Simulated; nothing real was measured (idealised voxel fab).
Process module under the name voxel air gaps
Square cell edge 5 nm, section width 250 nm, ID cut.
Just so we're on the same page, the cross-sections are grids of square cells, and they're listed out in bands top to bottom, each band one or more rows deep. Within each band entry, the heights of the top and of the bottom of the band appear first, in that order and in nm; the materials of the band then follow from left to right, each with its corresponding width in nm. The designation "throughout" on a single material indicates that it fills the band from edge to edge; the designation "air" indicates empty space. We count height from 0. Below that, the starting wafer is all one material. The lowest band never ends at the bottom but goes on down; see "0 down" for how that is written. So if you see something like "30 to 40" for the width, read it as the top row of the band sitting at the first number and the bottom row at the second, with every row in between moving by the same amount as the last. Where the words "no alteration" appear for a step, the cross-section shows no cell changed by that step; every cell remained as before. "Voids lacking openings" means: voids of 8 cells or more that are shut off from the top with no open way through. Written width x height at distance, distance from the left edge, in nm. Past the settings on a step's line: simulator remark, on that step. You can add "overlay nm" to a step's line. For a step with a mask, it describes how far the mask lay to the right of its planned position, and a negative number describes a lay to the left.
LISTED BELOW ARE THE PROCESS STEPS AS PLANNED
1) RECEIVE,material Si
2) CONFORMAL_DEP,material SiO2,thk nm 10
3) CONFORMAL_DEP,material SiN,thk nm 5
4) DIRECTIONAL_DEP,material lowk,thk nm 30
5) DIRECTIONAL_DEP,material aC,thk nm 15
6) PATTERN,tone open,mask id LINES,material resist,width nm 15,pitch nm 40,thk nm 35,overlay nm 0
7) DIRECTIONAL_ETCH,etch materials aC,depth nm 15
8) STRIP,etch materials resist
9) DIRECTIONAL_ETCH,etch materials lowk,depth nm 30
10) STRIP,etch materials aC
11) CONFORMAL_DEP,material TiN,thk nm 5
12) FILL_DEP,material Cu,thk nm 5
13) CMP,height nm 45
14) EPI,material Ru,thk nm 10
15) SELECTIVE_ETCH,etch materials lowk,depth nm 40
16) CONFORMAL_DEP,material SiN,thk nm 5
THE FOLLOWING PERTAINS TO THE FIRST OF TWO WAFERS, WHICH WAS PROCESSED AS PLANNED
CROSS-SECTION OF THE WAFER AT RECEIPT, WHICH IS THE CONDITION AFTER STEP 1
  0 down: Si throughout
  Voids lacking openings: none
WAFER SECTION VIEW AFTER PROCESSING STEP 2
  10 to 0: SiO2 throughout
  Whatever lies below 0 is exactly as it was before.
WAFER SECTION VIEW AFTER PROCESSING STEP 3
  15 to 10: SiN throughout
  Whatever lies below 10 is exactly as it was before.
WAFER SECTION VIEW AFTER PROCESSING STEP 4
  45 to 15: lowk throughout
  Whatever lies below 15 is exactly as it was before.
WAFER SECTION VIEW AFTER PROCESSING STEP 5
  60 to 45: aC throughout
  Whatever lies below 45 is exactly as it was before.
WAFER SECTION VIEW AFTER PROCESSING STEP 6
  95 to 60: resist 55 nm / air 15 nm / resist 25 nm / air 15 nm / resist 25 nm / air 15 nm / resist 25 nm / air 15 nm / resist 60 nm
  Whatever lies below 60 is exactly as it was before.
WAFER SECTION VIEW AFTER PROCESSING STEP 7
  80 to 60: resist 55 nm / air 15 nm / resist 25 nm / air 15 nm / resist 25 nm / air 15 nm / resist 25 nm / air 15 nm / resist 60 nm
  60 to 45: aC 55 nm / air 15 nm / aC 25 nm / air 15 nm / aC 25 nm / air 15 nm / aC 25 nm / air 15 nm / aC 60 nm
  Whatever lies below 45 is exactly as it was before.
WAFER SECTION VIEW AFTER PROCESSING STEP 8
  60 to 45: aC 55 nm / air 15 nm / aC 25 nm / air 15 nm / aC 25 nm / air 15 nm / aC 25 nm / air 15 nm / aC 60 nm
  Whatever lies below 45 is exactly as it was before.
WAFER SECTION VIEW AFTER PROCESSING STEP 9
  60 to 45: aC 55 nm / air 15 nm / aC 25 nm / air 15 nm / aC 25 nm / air 15 nm / aC 25 nm / air 15 nm / aC 60 nm
  45 to 15: lowk 55 nm / air 15 nm / lowk 25 nm / air 15 nm / lowk 25 nm / air 15 nm / lowk 25 nm / air 15 nm / lowk 60 nm
  Whatever lies below 15 is exactly as it was before.
WAFER SECTION VIEW AFTER PROCESSING STEP 10
  45 to 15: lowk 55 nm / air 15 nm / lowk 25 nm / air 15 nm / lowk 25 nm / air 15 nm / lowk 25 nm / air 15 nm / lowk 60 nm
  Whatever lies below 15 is exactly as it was before.
WAFER SECTION VIEW AFTER PROCESSING STEP 11
  50 to 45: TiN 60 nm / air 5 nm / TiN 35 nm / air 5 nm / TiN 35 nm / air 5 nm / TiN 35 nm / air 5 nm / TiN 65 nm
  45 to 20: lowk 55 nm / TiN 5 nm / air 5 nm / TiN 5 nm / lowk 25 nm / TiN 5 nm / air 5 nm / TiN 5 nm / lowk 25 nm / TiN 5 nm / air 5 nm / TiN 5 nm / lowk 25 nm / TiN 5 nm / air 5 nm / TiN 5 nm / lowk 60 nm
  20 to 15: lowk 55 nm / TiN 15 nm / lowk 25 nm / TiN 15 nm / lowk 25 nm / TiN 15 nm / lowk 25 nm / TiN 15 nm / lowk 60 nm
  Whatever lies below 15 is exactly as it was before.
WAFER SECTION VIEW AFTER PROCESSING STEP 12
  55 to 50: Cu throughout
  50 to 45: TiN 60 nm / Cu 5 nm / TiN 35 nm / Cu 5 nm / TiN 35 nm / Cu 5 nm / TiN 35 nm / Cu 5 nm / TiN 65 nm
  45 to 20: lowk 55 nm / TiN 5 nm / Cu 5 nm / TiN 5 nm / lowk 25 nm / TiN 5 nm / Cu 5 nm / TiN 5 nm / lowk 25 nm / TiN 5 nm / Cu 5 nm / TiN 5 nm / lowk 25 nm / TiN 5 nm / Cu 5 nm / TiN 5 nm / lowk 60 nm
  Whatever lies below 20 is exactly as it was before.
WAFER SECTION VIEW AFTER PROCESSING STEP 13
  45 to 20: lowk 55 nm / TiN 5 nm / Cu 5 nm / TiN 5 nm / lowk 25 nm / TiN 5 nm / Cu 5 nm / TiN 5 nm / lowk 25 nm / TiN 5 nm / Cu 5 nm / TiN 5 nm / lowk 25 nm / TiN 5 nm / Cu 5 nm / TiN 5 nm / lowk 60 nm
  Whatever lies below 20 is exactly as it was before.
WAFER SECTION VIEW AFTER PROCESSING STEP 14
  55 to 45: air 45 nm / Ru 35 nm / air 5 nm / Ru 35 nm / air 5 nm / Ru 35 nm / air 5 nm / Ru 35 nm / air 50 nm
  Whatever lies below 45 is exactly as it was before.
WAFER SECTION VIEW AFTER PROCESSING STEP 15
  55 to 45: air 45 nm / Ru 35 nm / air 5 nm / Ru 35 nm / air 5 nm / Ru 35 nm / air 5 nm / Ru 35 nm / air 50 nm
  45 to 20: air 55 nm / TiN 5 nm / Cu 5 nm / TiN 5 nm / air 25 nm / TiN 5 nm / Cu 5 nm / TiN 5 nm / air 25 nm / TiN 5 nm / Cu 5 nm / TiN 5 nm / air 25 nm / TiN 5 nm / Cu 5 nm / TiN 5 nm / air 60 nm
  20 to 15: air 55 nm / TiN 15 nm / air 25 nm / TiN 15 nm / air 25 nm / TiN 15 nm / air 25 nm / TiN 15 nm / air 60 nm
  Whatever lies below 15 is exactly as it was before.
WAFER SECTION VIEW AFTER PROCESSING STEP 16
  60 to 55: air 40 nm / SiN 165 nm / air 45 nm
  55 to 45: air 40 nm / SiN 5 nm / Ru 35 nm / SiN 5 nm / Ru 35 nm / SiN 5 nm / Ru 35 nm / SiN 5 nm / Ru 35 nm / SiN 5 nm / air 45 nm
  45 to 40: air 40 nm / SiN 15 nm / TiN 5 nm / Cu 5 nm / TiN 5 nm / SiN 25 nm / TiN 5 nm / Cu 5 nm / TiN 5 nm / SiN 25 nm / TiN 5 nm / Cu 5 nm / TiN 5 nm / SiN 25 nm / TiN 5 nm / Cu 5 nm / TiN 5 nm / SiN 15 nm / air 45 nm
  40 to 20: air 50 nm / SiN 5 nm / TiN 5 nm / Cu 5 nm / TiN 5 nm / SiN 5 nm / air 15 nm / SiN 5 nm / TiN 5 nm / Cu 5 nm / TiN 5 nm / SiN 5 nm / air 15 nm / SiN 5 nm / TiN 5 nm / Cu 5 nm / TiN 5 nm / SiN 5 nm / air 15 nm / SiN 5 nm / TiN 5 nm / Cu 5 nm / TiN 5 nm / SiN 5 nm / air 55 nm
  20 to 15: SiN 55 nm / TiN 15 nm / SiN 25 nm / TiN 15 nm / SiN 25 nm / TiN 15 nm / SiN 25 nm / TiN 15 nm / SiN 60 nm
  Whatever lies below 15 is exactly as it was before.
  Voids lacking openings: 15 x 20 at 75; 15 x 20 at 115; 15 x 20 at 155
NOW THE OTHER WAFER: SAME START, SAME RECIPE, BUT WE MESSED UP ONE THING WHEN RUNNING IT. UP TO AND INCLUDING STEP 1 IT'S THE SAME AS THE FIRST ONE
Cross-section: second wafer, time at which step 2 was scheduled to end: no alteration
CROSS-SECTION: SECOND WAFER, TIME AT WHICH STEP 3 WAS SCHEDULED TO END
  5 to 0: SiN throughout
  Whatever lies below 0 is exactly as it was before.
CROSS-SECTION: SECOND WAFER, TIME AT WHICH STEP 4 WAS SCHEDULED TO END
  35 to 5: lowk throughout
  Whatever lies below 5 is exactly as it was before.
CROSS-SECTION: SECOND WAFER, TIME AT WHICH STEP 5 WAS SCHEDULED TO END
  50 to 35: aC throughout
  Whatever lies below 35 is exactly as it was before.
CROSS-SECTION: SECOND WAFER, TIME AT WHICH STEP 6 WAS SCHEDULED TO END
  85 to 50: resist 55 nm / air 15 nm / resist 25 nm / air 15 nm / resist 25 nm / air 15 nm / resist 25 nm / air 15 nm / resist 60 nm
  Whatever lies below 50 is exactly as it was before.
CROSS-SECTION: SECOND WAFER, TIME AT WHICH STEP 7 WAS SCHEDULED TO END
  70 to 50: resist 55 nm / air 15 nm / resist 25 nm / air 15 nm / resist 25 nm / air 15 nm / resist 25 nm / air 15 nm / resist 60 nm
  50 to 35: aC 55 nm / air 15 nm / aC 25 nm / air 15 nm / aC 25 nm / air 15 nm / aC 25 nm / air 15 nm / aC 60 nm
  Whatever lies below 35 is exactly as it was before.
CROSS-SECTION: SECOND WAFER, TIME AT WHICH STEP 8 WAS SCHEDULED TO END
  50 to 35: aC 55 nm / air 15 nm / aC 25 nm / air 15 nm / aC 25 nm / air 15 nm / aC 25 nm / air 15 nm / aC 60 nm
  Whatever lies below 35 is exactly as it was before.
CROSS-SECTION: SECOND WAFER, TIME AT WHICH STEP 9 WAS SCHEDULED TO END
  50 to 35: aC 55 nm / air 15 nm / aC 25 nm / air 15 nm / aC 25 nm / air 15 nm / aC 25 nm / air 15 nm / aC 60 nm
  35 to 5: lowk 55 nm / air 15 nm / lowk 25 nm / air 15 nm / lowk 25 nm / air 15 nm / lowk 25 nm / air 15 nm / lowk 60 nm
  Whatever lies below 5 is exactly as it was before.
CROSS-SECTION: SECOND WAFER, TIME AT WHICH STEP 10 WAS SCHEDULED TO END
  35 to 5: lowk 55 nm / air 15 nm / lowk 25 nm / air 15 nm / lowk 25 nm / air 15 nm / lowk 25 nm / air 15 nm / lowk 60 nm
  Whatever lies below 5 is exactly as it was before.
CROSS-SECTION: SECOND WAFER, TIME AT WHICH STEP 11 WAS SCHEDULED TO END
  40 to 35: TiN 60 nm / air 5 nm / TiN 35 nm / air 5 nm / TiN 35 nm / air 5 nm / TiN 35 nm / air 5 nm / TiN 65 nm
  35 to 10: lowk 55 nm / TiN 5 nm / air 5 nm / TiN 5 nm / lowk 25 nm / TiN 5 nm / air 5 nm / TiN 5 nm / lowk 25 nm / TiN 5 nm / air 5 nm / TiN 5 nm / lowk 25 nm / TiN 5 nm / air 5 nm / TiN 5 nm / lowk 60 nm
  10 to 5: lowk 55 nm / TiN 15 nm / lowk 25 nm / TiN 15 nm / lowk 25 nm / TiN 15 nm / lowk 25 nm / TiN 15 nm / lowk 60 nm
  Whatever lies below 5 is exactly as it was before.
CROSS-SECTION: SECOND WAFER, TIME AT WHICH STEP 12 WAS SCHEDULED TO END
  45 to 40: Cu throughout
  40 to 35: TiN 60 nm / Cu 5 nm / TiN 35 nm / Cu 5 nm / TiN 35 nm / Cu 5 nm / TiN 35 nm / Cu 5 nm / TiN 65 nm
  35 to 10: lowk 55 nm / TiN 5 nm / Cu 5 nm / TiN 5 nm / lowk 25 nm / TiN 5 nm / Cu 5 nm / TiN 5 nm / lowk 25 nm / TiN 5 nm / Cu 5 nm / TiN 5 nm / lowk 25 nm / TiN 5 nm / Cu 5 nm / TiN 5 nm / lowk 60 nm
  Whatever lies below 10 is exactly as it was before.
Cross-section: second wafer, time at which step 13 was scheduled to end: no alteration
CROSS-SECTION: SECOND WAFER, TIME AT WHICH STEP 14 WAS SCHEDULED TO END
  55 to 45: Ru throughout
  Whatever lies below 45 is exactly as it was before.
Cross-section: second wafer, time at which step 15 was scheduled to end: no alteration
CROSS-SECTION: SECOND WAFER, TIME AT WHICH STEP 16 WAS SCHEDULED TO END
  60 to 55: SiN throughout
  Whatever lies below 55 is exactly as it was before.
Misprocessing identified: step 2 of the plan was bypassed and not carried out
Wafer comparison, final, in cells, second relative to first, materials more or fewer: +54 Cu | +44 Ru | -84 SiN | -100 SiO2 | +46 TiN | +228 lowk
Closed voids, final: 3 / 0 (first wafer / second wafer).
